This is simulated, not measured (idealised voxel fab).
Documented hereafter: the process module known as voxel self aligned contacts.
The width of the displayed cross-section, cut, is 210 nm; its cells are square, with a size of 5 nm.
Format of a cross-section: grid, square cells. Given as bands. Order: top down. Band: one or more rows of cells.
The entry gives the band's vertical extent as a top height and a bottom height in nm, then its horizontal make-up as materials from left to right, each with a width in nm. "blank" stands for empty space; a single material marked "all across" fills the band edge to edge.
We count height from 0. Below that, the starting wafer is all one material. The lowest band never ends at the bottom but goes on down; see "0 down" for how that is written.
With a width like "30..40", each row of cells in the band differs from the next by the same amount, the top row carrying the first number and the bottom row the second.
Basically "changes: none" means that step didn't change any cell in the cross-section.
Listed in "Completely enclosed voids": every empty space of 8 or more cells without an open way to the top. Form: width x height at distance, the distance being from the left edge, all in nm.
Anything after a step's settings on that line? It's the simulator's own note about the step.
"overlay nm" denotes, for a step that has a mask, the displacement of the mask to the right of its planned place, with negative values corresponding to the left.

## plan
1: RECEIVE, material Si
2: CONFORMAL_DEP, material SiO2, thk nm 5
3: DIRECTIONAL_DEP, material polySi, thk nm 20
4: DIRECTIONAL_DEP, material SiN, thk nm 10
5: DIRECTIONAL_DEP, material aC, thk nm 10
6: PATTERN, tone cover, mask id GATE, material resist, width nm 35, pitch nm 60, thk nm 30, overlay nm 0
7: DIRECTIONAL_ETCH, etch materials aC, depth nm 10
8: STRIP, etch materials resist
9: DIRECTIONAL_ETCH, etch materials SiN, depth nm 15
10: DIRECTIONAL_ETCH, etch materials polySi, depth nm 20
11: STRIP, etch materials aC
12: CONFORMAL_DEP, material SiN, thk nm 5
13: DIRECTIONAL_ETCH, etch materials SiN, depth nm 5
14: FILL_DEP, material SiO2, thk nm 15
15: CMP, height nm 50
16: PATTERN, tone open, mask id CONTACT, material resist, width nm 35, thk nm 20, overlay nm 0
17: DIRECTIONAL_ETCH, etch materials SiO2, depth nm 50
18: STRIP, etch materials resist
19: CONFORMAL_DEP, material TiN, thk nm 5
20: FILL_DEP, material W, thk nm 5
21: CMP, height nm 50
22: CONFORMAL_DEP, material SiN, thk nm 5
varied across the wafers: thk nm of step 4. The plan shows the first wafer's value. All wafers start alike

## Cross-section of the first of several wafers as received (after step 1)
- 0 down = Si all across
- Completely enclosed voids: none

## First of several wafers, sectioned at end of module (last step: step 22)
- 55 to 50 = SiN all across
- 50 to 40 = SiO2=85 | TiN=5 | W=25 | TiN=5 | SiO2=90
- 40 to 35 = SiO2=85 | TiN=15 | W=5 | TiN=15 | SiO2=90
- 35 to 25 = SiO2=50 | SiN=45 | TiN=5 | W=5 | TiN=5 | SiN=45 | SiO2=55
- 25 to 5 = SiO2=50 | SiN=5 | polySi=35 | SiN=5 | TiN=5 | W=5 | TiN=5 | SiN=5 | polySi=35 | SiN=5 | SiO2=55
- 5 to 0 = SiO2=95 | TiN=15 | SiO2=100
- 0 down = Si all across
- Completely enclosed voids: none

## last wafer at the end
- 55 to 50 = SiN all across
- 50 to 45 = SiO2=50 | SiN=45 | TiN=5 | W=5 | TiN=5 | SiN=45 | SiO2=55
- 45 to 40 = SiO2=50 | SiN=45 | TiN=15 | SiN=45 | SiO2=55
- 40 to 25 = SiN all across
- 25 to 5 = polySi all across
- 5 to 0 = SiO2 all across
- 0 down = Si all across
- Completely enclosed voids: none

## Row per wafer, end-of-module: cell gain (+)/loss (-) by material since the wafer came in, then closed voids
thk nm 10; +94 SiN; +270 SiO2; +25 TiN; +17 W; +56 polySi; Completely enclosed voids: none
thk nm 15; +112 SiN; +256 SiO2; +25 TiN; +13 W; +56 polySi; Completely enclosed voids: none
thk nm 20; +138 SiN; +140 SiO2; +13 TiN; +3 W; +168 polySi; Completely enclosed voids: none
thk nm 25; +180 SiN; +105 SiO2; +7 TiN; +2 W; +168 polySi; Completely enclosed voids: none
thk nm 30; +204 SiN; +84 SiO2; +5 TiN; +1 W; +168 polySi; Completely enclosed voids: none
